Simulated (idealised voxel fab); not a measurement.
The name of this process module is voxel wiring stack.
Square cell edge 5 nm, section width 210 nm, ID cut.
Reading order for cross-sections: top band down to bottom band. Underlying form: a grid of square cells. Band size: one or more rows of cells.
A band entry consists of two parts. The first gives the height of the band's top and the height of its bottom, in nm. The rest lists the band's materials from left to right, each with its width in nm. A single material labelled with the word "full width" fills the band from edge to edge, and the word "air" marks empty space.
Height reference: 0 = level under which incoming wafer is all one material. Lowest band: no bottom, runs on downward, e.g. "0 and below".
Width spec "30..40" -> top row of cells at first value, bottom row at second value, equal per-row change in between.
Given "no alteration" for a step, no cell of the cross-section differs between before and after that step.
This entry, "Closed void register", enumerates those empty regions of no fewer than 8 cells that possess no open connection to the top. Each region is reported in the form width x height at distance, the distance being taken from the left edge, with all three quantities expressed in nm.
The remark found on a step's line after its settings is issued by the simulator itself and pertains to that step.
overlay nm: right-of-plan distance of the mask on a masked step; negative values mean left-of-plan.

## Process steps foreseen in the plan
| 1 | RECEIVE [material Si] |
| 2 | CONFORMAL_DEP [material SiO2] [thk nm 15] |
| 3 | DIRECTIONAL_DEP [material TiN] [thk nm 5] |
| 4 | DIRECTIONAL_DEP [material Ru] [thk nm 25] |
| 5 | DIRECTIONAL_DEP [material aC] [thk nm 15] |
| 6 | PATTERN [tone cover] [mask id METAL_1] [material resist] [width nm 30] [pitch nm 55] [thk nm 35] [overlay nm 0] |
| 7 | DIRECTIONAL_ETCH [etch materials aC] [depth nm 15] |
| 8 | STRIP [etch materials resist] |
| 9 | DIRECTIONAL_ETCH [etch materials Ru] [depth nm 25] |
| 10 | DIRECTIONAL_ETCH [etch materials TiN] [depth nm 5] |
| 11 | STRIP [etch materials aC] |
| 12 | CONFORMAL_DEP [material SiN] [thk nm 5] |
| 13 | FILL_DEP [material SiO2] [thk nm 5] |
| 14 | CMP [height nm 45] |
| 15 | CONFORMAL_DEP [material SiCN] [thk nm 5] |
| 16 | DIRECTIONAL_DEP [material SiO2] [thk nm 35] |
| 17 | MASKED_ETCH [tone open] [mask id METAL_2_HOLES] [width nm 15] [pitch nm 55] [etch materials SiO2] [depth nm 35] [overlay nm 0] |
| 18 | MASKED_ETCH [tone open] [mask id METAL_2] [width nm 30] [pitch nm 55] [etch materials SiO2] [depth nm 20] [overlay nm 0] |
| 19 | MASKED_ETCH [tone open] [mask id METAL_2] [width nm 30] [pitch nm 55] [etch materials SiCN] [depth nm 5] [overlay nm 0] |
| 20 | CONFORMAL_DEP [material TiN] [thk nm 5] |
| 21 | FILL_DEP [material Ru] [thk nm 5] |
| 22 | CMP [height nm 85] |
| 23 | CONFORMAL_DEP [material SiCN] [thk nm 5] |
| 24 | DIRECTIONAL_DEP [material lowk] [thk nm 15] |
| 25 | PATTERN [tone open] [mask id PLUG_2] [material resist] [width nm 15] [thk nm 20] [overlay nm 0] |
| 26 | DIRECTIONAL_ETCH [etch materials lowk] [depth nm 15] |
| 27 | DIRECTIONAL_ETCH [etch materials SiCN] [depth nm 5] |
| 28 | STRIP [etch materials resist] |
| 29 | EPI [material Ru] [thk nm 10] |
| 30 | EPI [material Ru] [thk nm 10] |
| 31 | DIRECTIONAL_DEP [material TiN] [thk nm 5] |
| 32 | DIRECTIONAL_DEP [material Ru] [thk nm 15] |
| 33 | MASKED_ETCH [tone cover] [mask id METAL_3] [width nm 30] [pitch nm 55] [etch materials Ru] [depth nm 15] [overlay nm 0] |
| 34 | MASKED_ETCH [tone cover] [mask id METAL_3] [width nm 30] [pitch nm 55] [etch materials TiN] [depth nm 5] [overlay nm 0] |
| 35 | CONFORMAL_DEP [material SiN] [thk nm 5] |
| 36 | FILL_DEP [material SiO2] [thk nm 10] |
| 37 | CMP [height nm 125] |
| 38 | CONFORMAL_DEP [material SiN] [thk nm 5] |

## The cross-section here shows the wafer as received, i.e. in its state after step 1
> 0 and below = Si full width
> Closed void register: none

## What the wafer looks like in cross-section after this module, when it starts as shown above and follows the plan above but one mistake is made in running it
> 130 down to 125 = SiN full width
> 125 down to 110 = SiO2: 55, SiN: 5, Ru: 30, SiN: 5, SiO2: 15, SiN: 5, Ru: 30, SiN: 5, SiO2: 60
> 110 down to 105 = SiN: 60, TiN: 30, SiN: 25, TiN: 30, SiN: 65
> 105 down to 90 = lowk: 60, Ru: 15, lowk: 135
> 90 down to 85 = SiCN: 60, Ru: 15, SiCN: 135
> 85 down to 50 = SiO2: 60, TiN: 5, Ru: 20, TiN: 5, SiO2: 25, TiN: 5, Ru: 20, TiN: 5, SiO2: 65
> 50 down to 45 = SiCN: 60, TiN: 30, SiCN: 25, TiN: 30, SiCN: 65
> 45 down to 20 = SiO2: 55, SiN: 5, Ru: 30, SiN: 5, SiO2: 15, SiN: 5, Ru: 30, SiN: 5, SiO2: 60
> 20 down to 15 = SiN: 60, TiN: 30, SiN: 25, TiN: 30, SiN: 65
> 15 down to 0 = SiO2 full width
> 0 and below = Si full width
> Closed void register: none
What went wrong in running the wafer? step 18 of the plan was carried out twice
